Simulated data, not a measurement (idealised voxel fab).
process module | voxel lift off
cross-section cut | 295 nm wide | cells 5 nm
A cross-section is a grid of square cells, given in bands from the top down. A band is one or more rows of cells.
Each band's line starts with the height of the band's top and of its bottom, in nm. Then come its materials from left to right, each with its width in nm. One material with "throughout" fills the band from edge to edge. "air" is empty space.
Height 0 is the level under which the wafer as received is all one material. The lowest band goes on downwards, as in "0 down".
A width such as "30 to 40" changes by the same amount from each row of cells to the next, from the band's top row to its bottom row.
"no change" after a step means that no cell of the cross-section changed.
closed voids: empty space of 8 cells or more with no open way to the top, each as width x height at its distance from the left edge, in nm
after a step's settings: what the simulator itself notes on the step
overlay nm, on a step with a mask: how far to the right of its planned place the mask lay; to the left if negative
plan
1 op RECEIVE | material Si
2 op CONFORMAL_DEP | material SiN | thk nm 10
3 op PATTERN | tone open | mask id LINES | material resist | width nm 20 | pitch nm 40 | thk nm 25 | overlay nm 0
4 op DIRECTIONAL_DEP | material Ru | thk nm 15
5 op STRIP | etch materials resist
6 op CONFORMAL_DEP | material SiN | thk nm 10
as received, after step 1
  0 down: Si throughout
  closed voids: none
a wafer at the end: this start, this plan, one mistake
  35 to 25: air 105 | SiN 85 | air 105
  25 to 20: air 105 | SiN 10 | Ru 25 | SiN 15 | Ru 25 | SiN 10 | air 105
  20 to 10: SiN 115 | Ru 25 | SiN 15 | Ru 25 | SiN 115
  10 to 0: SiN throughout
  0 down: Si throughout
  closed voids: none
what went wrong: step 3 ran as: op PATTERN | tone open | mask id LINES | material resist | width nm 25 | pitch nm 40 | thk nm 25 | overlay nm 0
